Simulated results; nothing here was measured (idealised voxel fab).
The document below concerns the process module designated voxel transistor to metal.
Displayed cross-section: cut, width of 170 nm, square cells sized 5 nm.
In what follows, cross-sections appear as grids of square cells, described through bands that run from the top down, where every band is one or more rows of cells.
The band entry comprises the height of the band's top followed by the height of its bottom, expressed in nm, and subsequently the band's materials from left to right, each stated together with its width in nm. Where a single material is marked with the word "edge to edge", that material fills the band from edge to edge. The word "empty" represents empty space.
Note: height 0 marks the level under which the wafer is uniformly one material as received. Lowest band unbounded below, written "0 and below".
Note: "30..40" means the width goes from the first number (top row of the band) to the second number (bottom row) in equal steps per row of cells.
Step note "nothing different" = no cross-section cell changed.
"Voids, enclosed": sealed empty spaces, 8 cells or more, no open way to top, listed width x height at distance, with distance from the left edge and width, height and distance in nm.
Read whatever lies past the settings on a step's line as the simulator's own remark about the step.
You can add "overlay nm" to a step's line. For a step with a mask, it describes how far the mask lay to the right of its planned position, and a negative number describes a lay to the left.
[These are the steps we planned for the process]
1) RECEIVE,material Si
2) OXIDIZE,depth nm 5
3) CONFORMAL_DEP,material SiN,thk nm 10
4) MASKED_ETCH,tone cover,mask id ACTIVE,width nm 100,etch materials SiN,depth nm 10,overlay nm 0
5) MASKED_ETCH,tone cover,mask id ACTIVE,width nm 100,etch materials SiO2,depth nm 5,overlay nm 0
6) MASKED_ETCH,tone cover,mask id ACTIVE,width nm 100,etch materials Si,depth nm 30,overlay nm 0
7) FILL_DEP,material SiO2,thk nm 10
8) CMP,height nm 10
9) SELECTIVE_ETCH,etch materials SiO2,depth nm 10
10) STRIP,etch materials SiN
11) SELECTIVE_ETCH,etch materials SiO2,depth nm 5
12) OXIDIZE,depth nm 5
13) DIRECTIONAL_DEP,material polySi,thk nm 30
14) DIRECTIONAL_DEP,material SiCN,thk nm 10
15) PATTERN,tone cover,mask id GATE,material resist,width nm 30,thk nm 15,overlay nm 0
16) DIRECTIONAL_ETCH,etch materials SiCN,depth nm 20
17) DIRECTIONAL_ETCH,etch materials polySi,depth nm 40
18) STRIP,etch materials resist
19) CONFORMAL_DEP,material SiO2,thk nm 5
20) DIRECTIONAL_ETCH,etch materials SiO2,depth nm 5
21) CONFORMAL_DEP,material SiN,thk nm 10
22) DIRECTIONAL_ETCH,etch materials SiN,depth nm 10
23) DIRECTIONAL_ETCH,etch materials SiO2,depth nm 5
24) DIRECTIONAL_ETCH,etch materials Si,depth nm 10
25) EPI,material nSi,thk nm 10
26) FILL_DEP,material SiO2,thk nm 10
27) CMP,height nm 25
28) STRIP,etch materials polySi
29) SELECTIVE_ETCH,etch materials SiO2,depth nm 5
30) CONFORMAL_DEP,material HfO2,thk nm 5
31) CONFORMAL_DEP,material TiN,thk nm 5
32) FILL_DEP,material W,thk nm 10
33) CMP,height nm 20
34) DIRECTIONAL_DEP,material SiO2,thk nm 15
35) PATTERN,tone open,mask id CONTACT,material resist,width nm 15,pitch nm 75,thk nm 20,overlay nm 0
36) DIRECTIONAL_ETCH,etch materials SiO2,depth nm 45
37) STRIP,etch materials resist
38) CONFORMAL_DEP,material TiN,thk nm 5
39) FILL_DEP,material W,thk nm 5
40) CMP,height nm 35
41) CONFORMAL_DEP,material SiN,thk nm 5
42) DIRECTIONAL_DEP,material lowk,thk nm 20
43) MASKED_ETCH,tone open,mask id METAL_1,width nm 15,pitch nm 75,etch materials lowk,depth nm 20,overlay nm 0
44) MASKED_ETCH,tone open,mask id METAL_1,width nm 15,pitch nm 75,etch materials SiN,depth nm 5,overlay nm 0
45) CONFORMAL_DEP,material TiN,thk nm 5
46) FILL_DEP,material Ru,thk nm 10
47) CMP,height nm 60
48) EPI,material Ru,thk nm 5
49) FILL_DEP,material SiCN,thk nm 5
50) DIRECTIONAL_DEP,material lowk,thk nm 25
51) MASKED_ETCH,tone open,mask id METAL_2,width nm 15,pitch nm 75,etch materials lowk,depth nm 15,overlay nm 0
52) MASKED_ETCH,tone open,mask id METAL_2_HOLES,width nm 15,pitch nm 75,etch materials lowk,depth nm 10,overlay nm 0
53) MASKED_ETCH,tone open,mask id METAL_2_HOLES,width nm 15,pitch nm 75,etch materials SiCN,depth nm 5,overlay nm 0
54) CONFORMAL_DEP,material TiN,thk nm 5
55) FILL_DEP,material Cu,thk nm 10
56) CMP,height nm 95
57) CONFORMAL_DEP,material SiCN,thk nm 5
[As received (post step 1): cross-section]
0 and below  Si edge to edge
Voids, enclosed: none
[Cross-section: first of two wafers, module finished, run according to plan]
100 down to 95  SiCN edge to edge
95 down to 70  lowk 40, then TiN 5, then Cu 5, then TiN 5, then lowk 60, then TiN 5, then Cu 5, then TiN 5, then lowk 40
70 down to 65  SiCN 40, then TiN 15, then SiCN 60, then TiN 15, then SiCN 40
65 down to 60  SiCN 35, then Ru 25, then SiCN 50, then Ru 25, then SiCN 35
60 down to 40  lowk 40, then TiN 5, then Ru 5, then TiN 5, then lowk 60, then TiN 5, then Ru 5, then TiN 5, then lowk 40
40 down to 35  SiN 40, then TiN 15, then SiN 60, then TiN 15, then SiN 40
35 down to 20  SiO2 40, then TiN 5, then W 5, then TiN 5, then SiO2 60, then TiN 5, then W 5, then TiN 5, then SiO2 40
20 down to 5  SiO2 40, then TiN 5, then W 5, then TiN 5, then SiN 10, then HfO2 5, then TiN 5, then W 20, then TiN 5, then HfO2 5, then SiN 10, then TiN 5, then W 5, then TiN 5, then SiO2 40
5 down to 0  SiO2 40, then TiN 15, then SiN 10, then HfO2 5, then TiN 5, then W 20, then TiN 5, then HfO2 5, then SiN 10, then TiN 15, then SiO2 40
0 down to -5  SiO2 40, then TiN 5, then nSi 10, then SiN 10, then HfO2 5, then TiN 30, then HfO2 5, then SiN 10, then nSi 10, then TiN 5, then SiO2 40
-5 down to -10  SiO2 40, then TiN 5, then nSi 10, then SiO2 10, then HfO2 40, then SiO2 10, then nSi 10, then TiN 5, then SiO2 40
-10 down to -20  SiO2 35, then nSi 20, then Si 60, then nSi 20, then SiO2 35
-20 down to -35  SiO2 35, then Si 100, then SiO2 35
-35 and below  Si edge to edge
Voids, enclosed: none
[Here is the second of the two wafers cut open at the end of the module - same start, same plan as the first one, but we made one mistake running it]
100 down to 95  SiCN edge to edge
95 down to 70  lowk 40, then TiN 5, then Cu 5, then TiN 5, then lowk 60, then TiN 5, then Cu 5, then TiN 5, then lowk 40
70 down to 65  SiCN 40, then TiN 15, then SiCN 60, then TiN 15, then SiCN 40
65 down to 60  SiCN 35, then Ru 25, then SiCN 50, then Ru 25, then SiCN 35
60 down to 40  lowk 40, then TiN 5, then Ru 5, then TiN 5, then lowk 60, then TiN 5, then Ru 5, then TiN 5, then lowk 40
40 down to 35  SiN 40, then TiN 15, then SiN 60, then TiN 15, then SiN 40
35 down to 25  SiO2 40, then TiN 5, then W 5, then TiN 5, then SiO2 60, then TiN 5, then W 5, then TiN 5, then SiO2 40
25 down to 20  SiO2 40, then TiN 15, then SiO2 60, then TiN 15, then SiO2 40
20 down to 0  W 65, then TiN 5, then HfO2 5, then SiN 20, then HfO2 5, then TiN 5, then W 65
0 down to -5  TiN 70, then HfO2 5, then SiN 20, then HfO2 5, then TiN 70
-5 down to -10  HfO2 75, then SiO2 20, then HfO2 75
-10 down to -35  SiO2 35, then Si 100, then SiO2 35
-35 and below  Si edge to edge
Voids, enclosed: none
It is concluded that the wafer was processed incorrectly with respect to the plan, in that step 15 ran as: PATTERN,tone open,mask id GATE,material resist,width nm 30,thk nm 15,overlay nm 0
Wrapping up, a cell-based count of both wafers puts the second over or under the first for these materials: +22 HfO2; +16 Si; -96 SiO2; +2 TiN; +80 W; -24 nSi
